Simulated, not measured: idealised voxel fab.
Process module name: voxel fin reveal
Xsec cut, 170 nm wide, square cell size 5 nm.
Cross-section = grid of square cells, listed top down in bands; band = one or more rows.
First you get the band's top height and its bottom height, in nm, and then the materials it's made of, left to right, with each width in nm. If you see a single material with "all across", that one covers the band edge to edge. "empty" is empty space.
Basically, 0 is our baseline, since under it the wafer straight out of the box is all one material. The bottom band has no lower end and keeps on going down, so it looks like "0 and below".
Per-row width for "30 to 40": begins at first number (top row of band), ends at second number (bottom row), increment between rows held constant.
Basically "no change" means that step didn't change any cell in the cross-section.
What "Tabulated closed voids" gives you is every empty space of 8 cells or more that is cut off from the top. Each appears as width x height at distance, with the distance taken from the left edge and width, height and distance all in nm.
Formally, on a step line, whatever follows the settings is a remark that the simulator itself makes on the step.
The line of a step may include "overlay nm". On a step with a mask, this value is how far to the right of its planned place the mask lay. A negative value means the mask lay to the left.

## Process steps foreseen in the plan
1) RECEIVE,material Si
2) CONFORMAL_DEP,material SiN,thk nm 5
3) PATTERN,tone cover,mask id FINS,material resist,width nm 15,pitch nm 35,thk nm 15,overlay nm 0
4) DIRECTIONAL_ETCH,etch materials SiN,depth nm 5
5) DIRECTIONAL_ETCH,etch materials Si,depth nm 40
6) STRIP,etch materials resist
7) OXIDIZE,depth nm 5
8) FILL_DEP,material SiO2,thk nm 5
9) CMP,height nm 5
10) SELECTIVE_ETCH,etch materials SiO2,depth nm 30
11) STRIP,etch materials SiN
12) CONFORMAL_DEP,material HfO2,thk nm 5

## The first of the two wafers, which ran as planned

## Cross-section of the wafer upon arrival, representing the state reached after step 1
0 and below: Si all across
Tabulated closed voids: none

## The wafer, seen in cross-section, after step 2
5 down to 0: SiN all across
Note: structure below 0 unchanged.

## The wafer, seen in cross-section, after step 3
20 down to 5: 40 nm empty, 15 nm resist, 20 nm empty, 15 nm resist, 20 nm empty, 15 nm resist, 45 nm empty
Note: structure below 5 unchanged.

## The wafer, seen in cross-section, after step 4
20 down to 5: 40 nm empty, 15 nm resist, 20 nm empty, 15 nm resist, 20 nm empty, 15 nm resist, 45 nm empty
5 down to 0: 40 nm empty, 15 nm SiN, 20 nm empty, 15 nm SiN, 20 nm empty, 15 nm SiN, 45 nm empty
Note: structure below 0 unchanged.

## The wafer, seen in cross-section, after step 5
20 down to 5: 40 nm empty, 15 nm resist, 20 nm empty, 15 nm resist, 20 nm empty, 15 nm resist, 45 nm empty
5 down to 0: 40 nm empty, 15 nm SiN, 20 nm empty, 15 nm SiN, 20 nm empty, 15 nm SiN, 45 nm empty
0 down to -40: 40 nm empty, 15 nm Si, 20 nm empty, 15 nm Si, 20 nm empty, 15 nm Si, 45 nm empty
Note: structure below -40 unchanged.

## The wafer, seen in cross-section, after step 6
5 down to 0: 40 nm empty, 15 nm SiN, 20 nm empty, 15 nm SiN, 20 nm empty, 15 nm SiN, 45 nm empty
Note: structure below 0 unchanged.

## The wafer, seen in cross-section, after step 7
5 down to 0: 40 nm empty, 15 nm SiN, 20 nm empty, 15 nm SiN, 20 nm empty, 15 nm SiN, 45 nm empty
0 down to -40: 40 nm empty, 5 nm SiO2, 5 nm Si, 5 nm SiO2, 20 nm empty, 5 nm SiO2, 5 nm Si, 5 nm SiO2, 20 nm empty, 5 nm SiO2, 5 nm Si, 5 nm SiO2, 45 nm empty
-40 down to -45: 45 nm SiO2, 5 nm Si, 30 nm SiO2, 5 nm Si, 30 nm SiO2, 5 nm Si, 50 nm SiO2
Note: structure below -45 unchanged.

## The wafer, seen in cross-section, after step 8
10 down to 5: SiO2 all across
5 down to 0: 40 nm SiO2, 15 nm SiN, 20 nm SiO2, 15 nm SiN, 20 nm SiO2, 15 nm SiN, 45 nm SiO2
0 down to -45: 45 nm SiO2, 5 nm Si, 30 nm SiO2, 5 nm Si, 30 nm SiO2, 5 nm Si, 50 nm SiO2
Note: structure below -45 unchanged.

## The wafer, seen in cross-section, after step 9
5 down to 0: 40 nm SiO2, 15 nm SiN, 20 nm SiO2, 15 nm SiN, 20 nm SiO2, 15 nm SiN, 45 nm SiO2
Note: structure below 0 unchanged.

## The wafer, seen in cross-section, after step 10
5 down to 0: 40 nm empty, 15 nm SiN, 20 nm empty, 15 nm SiN, 20 nm empty, 15 nm SiN, 45 nm empty
0 down to -25: 45 nm empty, 5 nm Si, 30 nm empty, 5 nm Si, 30 nm empty, 5 nm Si, 50 nm empty
Note: structure below -25 unchanged.

## The wafer, seen in cross-section, after step 11
0 down to -25: 45 nm empty, 5 nm Si, 30 nm empty, 5 nm Si, 30 nm empty, 5 nm Si, 50 nm empty
Note: structure below -25 unchanged.

## The wafer, seen in cross-section, after step 12
5 down to 0: 40 nm empty, 15 nm HfO2, 20 nm empty, 15 nm HfO2, 20 nm empty, 15 nm HfO2, 45 nm empty
0 down to -20: 40 nm empty, 5 nm HfO2, 5 nm Si, 5 nm HfO2, 20 nm empty, 5 nm HfO2, 5 nm Si, 5 nm HfO2, 20 nm empty, 5 nm HfO2, 5 nm Si, 5 nm HfO2, 45 nm empty
-20 down to -25: 45 nm HfO2, 5 nm Si, 30 nm HfO2, 5 nm Si, 30 nm HfO2, 5 nm Si, 50 nm HfO2
Note: structure below -25 unchanged.

## Second Wafer (Identical Start and Plan, One Processing Error; Matches First Wafer Through Step 9)

## Cross-section of the second wafer corresponding to the planned conclusion of step 10
5 down to 0: 40 nm SiO2, 15 nm empty, 20 nm SiO2, 15 nm empty, 20 nm SiO2, 15 nm empty, 45 nm SiO2
Note: structure below 0 unchanged.

## Cross-section of the second wafer corresponding to the planned conclusion of step 11
0 down to -25: 45 nm empty, 5 nm Si, 30 nm empty, 5 nm Si, 30 nm empty, 5 nm Si, 50 nm empty
-25 down to -30: 10 nm SiO2, 35 nm empty, 5 nm Si, 30 nm empty, 5 nm Si, 30 nm empty, 5 nm Si, 35 nm empty, 15 nm SiO2
Note: structure below -30 unchanged.

## Cross-section of the second wafer corresponding to the planned conclusion of step 12
5 down to 0: 40 nm empty, 15 nm HfO2, 20 nm empty, 15 nm HfO2, 20 nm empty, 15 nm HfO2, 45 nm empty
0 down to -20: 40 nm empty, 5 nm HfO2, 5 nm Si, 5 nm HfO2, 20 nm empty, 5 nm HfO2, 5 nm Si, 5 nm HfO2, 20 nm empty, 5 nm HfO2, 5 nm Si, 5 nm HfO2, 45 nm empty
-20 down to -25: 15 nm HfO2, 25 nm empty, 5 nm HfO2, 5 nm Si, 5 nm HfO2, 20 nm empty, 5 nm HfO2, 5 nm Si, 5 nm HfO2, 20 nm empty, 5 nm HfO2, 5 nm Si, 5 nm HfO2, 25 nm empty, 20 nm HfO2
-25 down to -30: 10 nm SiO2, 35 nm HfO2, 5 nm Si, 30 nm HfO2, 5 nm Si, 30 nm HfO2, 5 nm Si, 35 nm HfO2, 15 nm SiO2
Note: structure below -30 unchanged.
Error vs. plan: order of steps 10 and 11 inverted relative to the plan
Looking at both finished wafers in cells, the second ends up ahead of or behind the first on some materials: HfO2 +8; SiO2 -26
